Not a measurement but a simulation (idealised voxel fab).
The name of this process module is voxel self aligned contacts.
The cross-section shown here is cut; it is 225 nm wide and divided into square cells measuring 5 nm on a side.
For the purposes of this document, a cross-section shall be understood as a grid of square cells, specified as bands listed in top-to-bottom order, each band consisting of one or more rows of cells. Top height, bottom height, nm. Materials left to right, width each, nm. Single material + "throughout" = fills band edge to edge. "blank" = empty. A quick word on heights: they are counted from 0, and under that level the wafer as it came to us is one material throughout. The lowest band is different from the rest in having no bottom; it simply continues downward, written as in "top 0, no bottom". Graded width ("30->40"): value in top row of band = first number; value in bottom row = second number; row-to-row change constant. For the purposes of this document, the phrase "remained the same" attached to a step denotes that no cell within the cross-section was modified by that step. In the "Enclosed empty spaces" entry, you get each enclosed empty space of 8 cells or more, one with no open way to the top, written width x height at distance, distance from the left edge, in nm. Post-settings text on a step line: simulator's own remark regarding the step. overlay nm: for a step with a mask, the amount by which the mask lay right of where it was planned; a negative amount means left of it.

### The planned process steps are enumerated hereunder
1) RECEIVE,material Si
2) CONFORMAL_DEP,material SiO2,thk nm 5
3) DIRECTIONAL_DEP,material polySi,thk nm 20
4) DIRECTIONAL_DEP,material SiN,thk nm 20
5) DIRECTIONAL_DEP,material aC,thk nm 15
6) PATTERN,tone cover,mask id GATE,material resist,width nm 35,pitch nm 75,thk nm 35,overlay nm 0
7) DIRECTIONAL_ETCH,etch materials aC,depth nm 15
8) STRIP,etch materials resist
9) DIRECTIONAL_ETCH,etch materials SiN,depth nm 20
10) DIRECTIONAL_ETCH,etch materials polySi,depth nm 20
11) STRIP,etch materials aC
12) CONFORMAL_DEP,material SiN,thk nm 10
13) DIRECTIONAL_ETCH,etch materials SiN,depth nm 10
14) FILL_DEP,material SiO2,thk nm 15
15) CMP,height nm 55
16) PATTERN,tone open,mask id CONTACT,material resist,width nm 50,thk nm 20,overlay nm 0
17) DIRECTIONAL_ETCH,etch materials SiO2,depth nm 55
18) STRIP,etch materials resist
19) CONFORMAL_DEP,material TiN,thk nm 5
20) FILL_DEP,material W,thk nm 10
21) CMP,height nm 55
22) CONFORMAL_DEP,material SiCN,thk nm 5

### On the first of the two wafers: run conducted according to plan

### Here's what the wafer looked like in cross-section when it arrived - that's after step 1
    top 0, no bottom = Si throughout
    Enclosed empty spaces: none

### Presented here is a cross-section of the wafer after step 2 has been performed
    top 5, bottom 0 = SiO2 throughout
    below 0: unchanged

### Presented here is a cross-section of the wafer after step 3 has been performed
    top 25, bottom 5 = polySi throughout
    below 5: unchanged

### Presented here is a cross-section of the wafer after step 4 has been performed
    top 45, bottom 25 = SiN throughout
    below 25: unchanged

### Presented here is a cross-section of the wafer after step 5 has been performed
    top 60, bottom 45 = aC throughout
    below 45: unchanged

### Presented here is a cross-section of the wafer after step 6 has been performed
    top 95, bottom 60 = blank 55, resist 35, blank 40, resist 35, blank 60
    below 60: unchanged

### Presented here is a cross-section of the wafer after step 7 has been performed
    top 80, bottom 60 = blank 55, resist 35, blank 40, resist 35, blank 60
    top 60, bottom 45 = blank 55, aC 35, blank 40, aC 35, blank 60
    below 45: unchanged

### Presented here is a cross-section of the wafer after step 8 has been performed
    top 60, bottom 45 = blank 55, aC 35, blank 40, aC 35, blank 60
    below 45: unchanged

### Presented here is a cross-section of the wafer after step 9 has been performed
    top 60, bottom 45 = blank 55, aC 35, blank 40, aC 35, blank 60
    top 45, bottom 25 = blank 55, SiN 35, blank 40, SiN 35, blank 60
    below 25: unchanged

### Presented here is a cross-section of the wafer after step 10 has been performed
    top 60, bottom 45 = blank 55, aC 35, blank 40, aC 35, blank 60
    top 45, bottom 25 = blank 55, SiN 35, blank 40, SiN 35, blank 60
    top 25, bottom 5 = blank 55, polySi 35, blank 40, polySi 35, blank 60
    below 5: unchanged

### Presented here is a cross-section of the wafer after step 11 has been performed
    top 45, bottom 25 = blank 55, SiN 35, blank 40, SiN 35, blank 60
    below 25: unchanged

### Presented here is a cross-section of the wafer after step 12 has been performed
    top 55, bottom 25 = blank 45, SiN 55, blank 20, SiN 55, blank 50
    top 25, bottom 15 = blank 45, SiN 10, polySi 35, SiN 10, blank 20, SiN 10, polySi 35, SiN 10, blank 50
    top 15, bottom 5 = SiN 55, polySi 35, SiN 40, polySi 35, SiN 60
    below 5: unchanged

### Presented here is a cross-section of the wafer after step 13 has been performed
    top 45, bottom 25 = blank 45, SiN 55, blank 20, SiN 55, blank 50
    top 25, bottom 5 = blank 45, SiN 10, polySi 35, SiN 10, blank 20, SiN 10, polySi 35, SiN 10, blank 50
    below 5: unchanged

### Presented here is a cross-section of the wafer after step 14 has been performed
    top 60, bottom 45 = SiO2 throughout
    top 45, bottom 25 = SiO2 45, SiN 55, SiO2 20, SiN 55, SiO2 50
    top 25, bottom 5 = SiO2 45, SiN 10, polySi 35, SiN 10, SiO2 20, SiN 10, polySi 35, SiN 10, SiO2 50
    below 5: unchanged

### Presented here is a cross-section of the wafer after step 15 has been performed
    top 55, bottom 45 = SiO2 throughout
    below 45: unchanged

### Presented here is a cross-section of the wafer after step 16 has been performed
    top 75, bottom 55 = resist 85, blank 50, resist 90
    below 55: unchanged

### Presented here is a cross-section of the wafer after step 17 has been performed
    top 75, bottom 55 = resist 85, blank 50, resist 90
    top 55, bottom 45 = SiO2 85, blank 50, SiO2 90
    top 45, bottom 25 = SiO2 45, SiN 55, blank 20, SiN 55, SiO2 50
    top 25, bottom 5 = SiO2 45, SiN 10, polySi 35, SiN 10, blank 20, SiN 10, polySi 35, SiN 10, SiO2 50
    top 5, bottom 0 = SiO2 100, blank 20, SiO2 105
    below 0: unchanged

### Presented here is a cross-section of the wafer after step 18 has been performed
    top 55, bottom 45 = SiO2 85, blank 50, SiO2 90
    below 45: unchanged

### Presented here is a cross-section of the wafer after step 19 has been performed
    top 60, bottom 55 = TiN 90, blank 40, TiN 95
    top 55, bottom 45 = SiO2 85, TiN 5->20, blank 40->10, TiN 5->20, SiO2 90
    top 45, bottom 25 = SiO2 45, SiN 55, TiN 5, blank 10, TiN 5, SiN 55, SiO2 50
    top 25, bottom 5 = SiO2 45, SiN 10, polySi 35, SiN 10, TiN 5, blank 10, TiN 5, SiN 10, polySi 35, SiN 10, SiO2 50
    top 5, bottom 0 = SiO2 100, TiN 20, SiO2 105
    below 0: unchanged

### Presented here is a cross-section of the wafer after step 20 has been performed
    top 70, bottom 60 = W throughout
    top 60, bottom 55 = TiN 90, W 40, TiN 95
    top 55, bottom 45 = SiO2 85, TiN 5->20, W 40->10, TiN 5->20, SiO2 90
    top 45, bottom 25 = SiO2 45, SiN 55, TiN 5, W 10, TiN 5, SiN 55, SiO2 50
    top 25, bottom 5 = SiO2 45, SiN 10, polySi 35, SiN 10, TiN 5, W 10, TiN 5, SiN 10, polySi 35, SiN 10, SiO2 50
    below 5: unchanged

### Presented here is a cross-section of the wafer after step 21 has been performed
    top 55, bottom 45 = SiO2 85, TiN 5->20, W 40->10, TiN 5->20, SiO2 90
    below 45: unchanged

### Presented here is a cross-section of the wafer after step 22 has been performed
    top 60, bottom 55 = SiCN throughout
    below 55: unchanged

### Wafer two: like wafer one in start and plan, but with one mistake in execution; identical up to and including step 5

### At the planned end of step 6, the second wafer in cross-section
    top 95, bottom 60 = blank 45, resist 35, blank 40, resist 35, blank 70
    below 60: unchanged

### At the planned end of step 7, the second wafer in cross-section
    top 80, bottom 60 = blank 45, resist 35, blank 40, resist 35, blank 70
    top 60, bottom 45 = blank 45, aC 35, blank 40, aC 35, blank 70
    below 45: unchanged

### At the planned end of step 8, the second wafer in cross-section
    top 60, bottom 45 = blank 45, aC 35, blank 40, aC 35, blank 70
    below 45: unchanged

### At the planned end of step 9, the second wafer in cross-section
    top 60, bottom 45 = blank 45, aC 35, blank 40, aC 35, blank 70
    top 45, bottom 25 = blank 45, SiN 35, blank 40, SiN 35, blank 70
    below 25: unchanged

### At the planned end of step 10, the second wafer in cross-section
    top 60, bottom 45 = blank 45, aC 35, blank 40, aC 35, blank 70
    top 45, bottom 25 = blank 45, SiN 35, blank 40, SiN 35, blank 70
    top 25, bottom 5 = blank 45, polySi 35, blank 40, polySi 35, blank 70
    below 5: unchanged

### At the planned end of step 11, the second wafer in cross-section
    top 45, bottom 25 = blank 45, SiN 35, blank 40, SiN 35, blank 70
    below 25: unchanged

### At the planned end of step 12, the second wafer in cross-section
    top 55, bottom 25 = blank 35, SiN 55, blank 20, SiN 55, blank 60
    top 25, bottom 15 = blank 35, SiN 10, polySi 35, SiN 10, blank 20, SiN 10, polySi 35, SiN 10, blank 60
    top 15, bottom 5 = SiN 45, polySi 35, SiN 40, polySi 35, SiN 70
    below 5: unchanged

### At the planned end of step 13, the second wafer in cross-section
    top 45, bottom 25 = blank 35, SiN 55, blank 20, SiN 55, blank 60
    top 25, bottom 5 = blank 35, SiN 10, polySi 35, SiN 10, blank 20, SiN 10, polySi 35, SiN 10, blank 60
    below 5: unchanged

### At the planned end of step 14, the second wafer in cross-section
    top 60, bottom 45 = SiO2 throughout
    top 45, bottom 25 = SiO2 35, SiN 55, SiO2 20, SiN 55, SiO2 60
    top 25, bottom 5 = SiO2 35, SiN 10, polySi 35, SiN 10, SiO2 20, SiN 10, polySi 35, SiN 10, SiO2 60
    below 5: unchanged

### At the planned end of step 15, the second wafer in cross-section
    top 55, bottom 45 = SiO2 throughout
    below 45: unchanged

### At the planned end of step 16, the second wafer in cross-section
    top 75, bottom 55 = resist 85, blank 50, resist 90
    below 55: unchanged

### At the planned end of step 17, the second wafer in cross-section
    top 75, bottom 55 = resist 85, blank 50, resist 90
    top 55, bottom 45 = SiO2 85, blank 50, SiO2 90
    top 45, bottom 25 = SiO2 35, SiN 55, blank 20, SiN 55, SiO2 60
    top 25, bottom 5 = SiO2 35, SiN 10, polySi 35, SiN 10, blank 20, SiN 10, polySi 35, SiN 10, SiO2 60
    top 5, bottom 0 = SiO2 90, blank 20, SiO2 115
    below 0: unchanged

### At the planned end of step 18, the second wafer in cross-section
    top 55, bottom 45 = SiO2 85, blank 50, SiO2 90
    below 45: unchanged

### At the planned end of step 19, the second wafer in cross-section
    top 60, bottom 55 = TiN 90, blank 40, TiN 95
    top 55, bottom 45 = SiO2 85, TiN 5->10, blank 40->10, TiN 5->30, SiO2 90
    top 45, bottom 25 = SiO2 35, SiN 55, TiN 5, blank 10, TiN 5, SiN 55, SiO2 60
    top 25, bottom 5 = SiO2 35, SiN 10, polySi 35, SiN 10, TiN 5, blank 10, TiN 5, SiN 10, polySi 35, SiN 10, SiO2 60
    top 5, bottom 0 = SiO2 90, TiN 20, SiO2 115
    below 0: unchanged

### At the planned end of step 20, the second wafer in cross-section
    top 70, bottom 60 = W throughout
    top 60, bottom 55 = TiN 90, W 40, TiN 95
    top 55, bottom 45 = SiO2 85, TiN 5->10, W 40->10, TiN 5->30, SiO2 90
    top 45, bottom 25 = SiO2 35, SiN 55, TiN 5, W 10, TiN 5, SiN 55, SiO2 60
    top 25, bottom 5 = SiO2 35, SiN 10, polySi 35, SiN 10, TiN 5, W 10, TiN 5, SiN 10, polySi 35, SiN 10, SiO2 60
    below 5: unchanged

### At the planned end of step 21, the second wafer in cross-section
    top 55, bottom 45 = SiO2 85, TiN 5->10, W 40->10, TiN 5->30, SiO2 90
    below 45: unchanged

### At the planned end of step 22, the second wafer in cross-section
    top 60, bottom 55 = SiCN throughout
    below 55: unchanged
Nonconformance to the process plan: step 6 went in with a setting other than planned; the actual run was PATTERN,tone cover,mask id GATE,material resist,width nm 35,pitch nm 75,thk nm 35,overlay nm -10
At the close, every material occupies the same number of cells on the second wafer as on the first, only in different positions.
